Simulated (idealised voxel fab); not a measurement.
Name of the process module below: voxel capacitor over wiring
FYI the section here is cut, 275 nm wide, cells are 5 nm squares.
Cross-sections here: square-cell grids, written as top-down lists of bands, a band being one or more rows of cells. What a band's entry tells you: where the top is and where the bottom is, as heights in nm, and after that what lies inside, material by material from left to right, each with its width in nm. Empty space is written as the word "blank", and a single material marked with the word "throughout" occupies the band from edge to edge. Where do heights start? At 0: under that level the wafer as delivered is made of one material only. And the lowest band has no floor; it just carries on downward, as in "0 nm and below". With a width like "30..40", each row of cells in the band differs from the next by the same amount, the top row carrying the first number and the bottom row the second. Any step labelled "no alterations made" changed none of the cells in the cross-section. This entry, "Internal closed voids", enumerates those empty regions of no fewer than 8 cells that possess no open connection to the top. Each region is reported in the form width x height at distance, the distance being taken from the left edge, with all three quantities expressed in nm. Heads up: the bit after the settings on a step's line is the simulator's remark on that step. "overlay nm", when on a step's line for a step with a mask, measures how far to the right of its planned place the mask lay; a negative measure means to the left.

### Listed below are the process steps as planned
1: RECEIVE: material Si
2: CONFORMAL_DEP: material SiO2, thk nm 15
3: DIRECTIONAL_DEP: material TiN, thk nm 5
4: DIRECTIONAL_DEP: material W, thk nm 20
5: MASKED_ETCH: tone cover, mask id METAL_1, width nm 30, pitch nm 95, etch materials W, depth nm 20, overlay nm 0
6: MASKED_ETCH: tone cover, mask id METAL_1, width nm 30, pitch nm 95, etch materials TiN, depth nm 5, overlay nm 0
7: CONFORMAL_DEP: material SiCN, thk nm 5
8: FILL_DEP: material lowk, thk nm 10
9: CMP: height nm 40
10: CONFORMAL_DEP: material SiCN, thk nm 5
11: DIRECTIONAL_DEP: material SiO2, thk nm 15
12: PATTERN: tone open, mask id PLUG_1, material resist, width nm 15, thk nm 20, overlay nm 0
13: DIRECTIONAL_ETCH: etch materials SiO2, depth nm 15
14: DIRECTIONAL_ETCH: etch materials SiCN, depth nm 5
15: STRIP: etch materials resist
16: CONFORMAL_DEP: material TiN, thk nm 5
17: FILL_DEP: material Cu, thk nm 5
18: CMP: height nm 60
19: DIRECTIONAL_DEP: material TiN, thk nm 5
20: DIRECTIONAL_DEP: material Al2O3, thk nm 5
21: DIRECTIONAL_DEP: material TiN, thk nm 10
22: DIRECTIONAL_DEP: material aC, thk nm 10
23: PATTERN: tone cover, mask id UPPER_PLATE, material resist, width nm 70, thk nm 30, overlay nm 0
24: DIRECTIONAL_ETCH: etch materials aC, depth nm 10
25: STRIP: etch materials resist
26: DIRECTIONAL_ETCH: etch materials TiN, depth nm 10
27: DIRECTIONAL_ETCH: etch materials Al2O3, depth nm 5
28: STRIP: etch materials aC
29: MASKED_ETCH: tone cover, mask id LOWER_PLATE, width nm 80, etch materials TiN, depth nm 5, overlay nm 0
30: FILL_DEP: material SiO2, thk nm 20
31: CMP: height nm 95
32: DIRECTIONAL_DEP: material aC, thk nm 10
33: PATTERN: tone open, mask id PLUG_2, material resist, width nm 15, thk nm 30, overlay nm 0
34: DIRECTIONAL_ETCH: etch materials aC, depth nm 10
35: STRIP: etch materials resist
36: DIRECTIONAL_ETCH: etch materials SiO2, depth nm 15
37: STRIP: etch materials aC
38: CONFORMAL_DEP: material TiN, thk nm 5
39: FILL_DEP: material Ru, thk nm 5
40: CMP: height nm 95
41: CONFORMAL_DEP: material SiCN, thk nm 5

### Incoming wafer, cross-sectional view, post step 1
  0 nm and below  Si throughout
  Internal closed voids: none

### As-planned run: cross-section of the first of two wafers at end of module
  100 nm to 95 nm  SiCN throughout
  95 nm to 85 nm  100 of SiO2; 5 of TiN; 5 of Ru; 5 of TiN; 160 of SiO2
  85 nm to 80 nm  100 of SiO2; 15 of TiN; 160 of SiO2
  80 nm to 70 nm  90 of SiO2; 70 of TiN; 115 of SiO2
  70 nm to 65 nm  90 of SiO2; 70 of Al2O3; 115 of SiO2
  65 nm to 60 nm  85 of SiO2; 80 of TiN; 110 of SiO2
  60 nm to 45 nm  90 of SiO2; 5 of TiN; 5 of Cu; 5 of TiN; 170 of SiO2
  45 nm to 40 nm  90 of SiCN; 15 of TiN; 170 of SiCN
  40 nm to 20 nm  70 of lowk; 5 of SiCN; 30 of W; 5 of SiCN; 55 of lowk; 5 of SiCN; 30 of W; 5 of SiCN; 70 of lowk
  20 nm to 15 nm  75 of SiCN; 30 of TiN; 65 of SiCN; 30 of TiN; 75 of SiCN
  15 nm to 0 nm  SiO2 throughout
  0 nm and below  Si throughout
  Internal closed voids: none

### The second wafer, shown in cross-section after the module: started the same way as the first and given the same plan, yet one mistake crept into how it was run
  100 nm to 95 nm  SiCN throughout
  95 nm to 85 nm  100 of SiO2; 5 of TiN; 5 of Ru; 5 of TiN; 160 of SiO2
  85 nm to 80 nm  100 of SiO2; 15 of TiN; 160 of SiO2
  80 nm to 70 nm  90 of SiO2; 70 of TiN; 115 of SiO2
  70 nm to 65 nm  90 of SiO2; 70 of Al2O3; 115 of SiO2
  65 nm to 60 nm  85 of SiO2; 80 of TiN; 110 of SiO2
  60 nm to 55 nm  90 of SiCN; 15 of TiN; 170 of SiCN
  55 nm to 40 nm  SiO2 throughout
  40 nm to 20 nm  70 of lowk; 5 of SiCN; 30 of W; 5 of SiCN; 55 of lowk; 5 of SiCN; 30 of W; 5 of SiCN; 70 of lowk
  20 nm to 15 nm  75 of SiCN; 30 of TiN; 65 of SiCN; 30 of TiN; 75 of SiCN
  15 nm to 0 nm  SiO2 throughout
  0 nm and below  Si throughout
  Internal closed voids: none
Against the plan, the run slipped here: swap of plan steps 10 and 11 during execution
Final tally in cells, some materials are higher or lower on the second wafer than on the first: -3 Cu | +9 SiO2 | -6 TiN
